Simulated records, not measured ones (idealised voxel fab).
This is a process module. Its name is voxel air gaps.
The figure presents cross-section cut, which has a width of 255 nm and is divided into square cells with an edge length of 5 nm.
Cross-sections here: square-cell grids, written as top-down lists of bands, a band being one or more rows of cells.
Within each band entry, the heights of the top and of the bottom of the band appear first, in that order and in nm; the materials of the band then follow from left to right, each with its corresponding width in nm. The designation "edge to edge" on a single material indicates that it fills the band from edge to edge; the designation "air" indicates empty space.
Heads up on the height convention: 0 is the point under which the incoming wafer is all one material, and the lowest band has no bottom, it just keeps going down, like "z 0 and below".
When a width is written as two numbers, as in "30..40", the first number is the width in the top row of cells of the band and the second is the width in its bottom row, and the width changes by the same amount from each row to the next.
When a step is marked "all unchanged", none of the cells in the cross-section changed during that step.
"Trapped voids": empty spaces of 8 cells or more with no open way to the top, each given as width x height at distance, distance from the left edge, all in nm.
That trailing text on a step's line, after the settings, is the simulator's own remark on the step.
The optional step-line setting "overlay nm" applies to steps with a mask and quantifies how far to the right of its planned location the mask lay, a negative value indicating leftward placement.
LISTED BELOW ARE THE PROCESS STEPS AS PLANNED
1 RECEIVE [material Si]
2 CONFORMAL_DEP [material SiO2] [thk nm 10]
3 CONFORMAL_DEP [material SiN] [thk nm 5]
4 DIRECTIONAL_DEP [material lowk] [thk nm 40]
5 PATTERN [tone open] [mask id LINES] [material resist] [width nm 15] [pitch nm 40] [thk nm 15] [overlay nm 0]
6 DIRECTIONAL_ETCH [etch materials lowk] [depth nm 40]
7 STRIP [etch materials resist]
8 CONFORMAL_DEP [material TiN] [thk nm 5]
9 FILL_DEP [material Cu] [thk nm 5]
10 CMP [height nm 55]
11 EPI [material Ru] [thk nm 10]
12 SELECTIVE_ETCH [etch materials lowk] [depth nm 50]
13 CONFORMAL_DEP [material SiN] [thk nm 5]
STEP 1 COMPLETE: CROSS-SECTION OF THE WAFER AS RECEIVED
* z 0 and below: Si edge to edge
* Trapped voids: none
BELOW IS THE WAFER IN CROSS-SECTION AFTER THE MODULE WAS COMPLETED. IT BEGAN FROM THE STARTING POINT SHOWN ABOVE AND FOLLOWED THE PLAN SHOWN ABOVE, EXCEPT THAT ONE MISTAKE WAS MADE WHILE RUNNING IT
* z 70 to 65: air: 45, then SiN: 165, then air: 45
* z 65 to 55: air: 45, then SiN: 5, then Ru: 35, then SiN: 5, then Ru: 35, then SiN: 5, then Ru: 35, then SiN: 5, then Ru: 35, then SiN: 5, then air: 45
* z 55 to 50: air: 45, then SiN: 15, then TiN: 5, then Cu: 5, then TiN: 5, then SiN: 25, then TiN: 5, then Cu: 5, then TiN: 5, then SiN: 25, then TiN: 5, then Cu: 5, then TiN: 5, then SiN: 25, then TiN: 5, then Cu: 5, then TiN: 5, then SiN: 15, then air: 45
* z 50 to 20: air: 55, then SiN: 5, then TiN: 5, then Cu: 5, then TiN: 5, then SiN: 5, then air: 15, then SiN: 5, then TiN: 5, then Cu: 5, then TiN: 5, then SiN: 5, then air: 15, then SiN: 5, then TiN: 5, then Cu: 5, then TiN: 5, then SiN: 5, then air: 15, then SiN: 5, then TiN: 5, then Cu: 5, then TiN: 5, then SiN: 5, then air: 55
* z 20 to 15: SiN: 60, then TiN: 15, then SiN: 25, then TiN: 15, then SiN: 25, then TiN: 15, then SiN: 25, then TiN: 15, then SiN: 60
* z 15 to 10: SiN edge to edge
* z 10 to 0: TiN edge to edge
* z 0 and below: Si edge to edge
* Trapped voids: 15 x 30 at 80; 15 x 30 at 120; 15 x 30 at 160
The plan and the run diverged here: it should be noted that step 2 was executed with settings other than those planned, the operation and settings actually applied being CONFORMAL_DEP [material TiN] [thk nm 10]
